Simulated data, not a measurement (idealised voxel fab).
Name of the process module below: voxel fin reveal
Section cut is 270 nm wide and gridded with 5 nm square cells.
Notation: cross-section as square-cell grid; stated in bands, top first, going down; one or more cell rows per band. First you get the band's top height and its bottom height, in nm, and then the materials it's made of, left to right, with each width in nm. If you see a single material with "full width", that one covers the band edge to edge. "empty" is empty space. Ref level 0: as-received wafer is one material below here. Bottom band extends down with no lower bound ("0 nm and below"). When a width is written as two numbers, as in "30 to 40", the first number is the width in the top row of cells of the band and the second is the width in its bottom row, and the width changes by the same amount from each row to the next. Where the words "no modification" appear for a step, the cross-section shows no cell changed by that step; every cell remained as before. Reported under the label "Completely enclosed voids" are the empty spaces having no open way to the top and comprising 8 cells or more; the notation for each is width x height at distance, in which the distance is measured from the left edge and all three values are in nm. On each step's line, the part that comes after the settings is the simulator's own comment on the step. What "overlay nm" on a step's line means: if the step has a mask, that mask lay this far to the right of its planned place, or, when the value is negative, to the left.
**This section lists the process steps that were planned**
- 1: RECEIVE: material Si
- 2: CONFORMAL_DEP: material SiN, thk nm 5
- 3: PATTERN: tone cover, mask id FINS, material resist, width nm 15, pitch nm 35, thk nm 20, overlay nm 0
- 4: DIRECTIONAL_ETCH: etch materials SiN, depth nm 5
- 5: DIRECTIONAL_ETCH: etch materials Si, depth nm 35
- 6: STRIP: etch materials resist
- 7: OXIDIZE: depth nm 5
- 8: FILL_DEP: material SiO2, thk nm 15
- 9: CMP: height nm 5
- 10: SELECTIVE_ETCH: etch materials SiO2, depth nm 20
- 11: STRIP: etch materials SiN
- 12: CONFORMAL_DEP: material SiO2, thk nm 5
**As-received state of the wafer in cross-section, equivalent to post-step 1**
0 nm and below | Si full width
Completely enclosed voids: none
**End-of-module cross-section. Starting structure and process plan as above; one mistake made in running it**
5 nm to 0 nm | 75 nm empty; 15 nm SiN; 20 nm empty; 15 nm SiN; 20 nm empty; 15 nm SiN; 20 nm empty; 15 nm SiN; 75 nm empty
0 nm to -10 nm | 75 nm empty; 5 nm SiN; 5 nm Si; 5 nm SiN; 20 nm empty; 5 nm SiN; 5 nm Si; 5 nm SiN; 20 nm empty; 5 nm SiN; 5 nm Si; 5 nm SiN; 20 nm empty; 5 nm SiN; 5 nm Si; 5 nm SiN; 75 nm empty
-10 nm to -15 nm | 80 nm SiN; 5 nm Si; 30 nm SiN; 5 nm Si; 30 nm SiN; 5 nm Si; 30 nm SiN; 5 nm Si; 80 nm SiN
-15 nm to -40 nm | 80 nm SiO2; 5 nm Si; 30 nm SiO2; 5 nm Si; 30 nm SiO2; 5 nm Si; 30 nm SiO2; 5 nm Si; 80 nm SiO2
-40 nm and below | Si full width
Completely enclosed voids: none
Plan not followed: contrary to plan, step 12 was performed as CONFORMAL_DEP: material SiN, thk nm 5
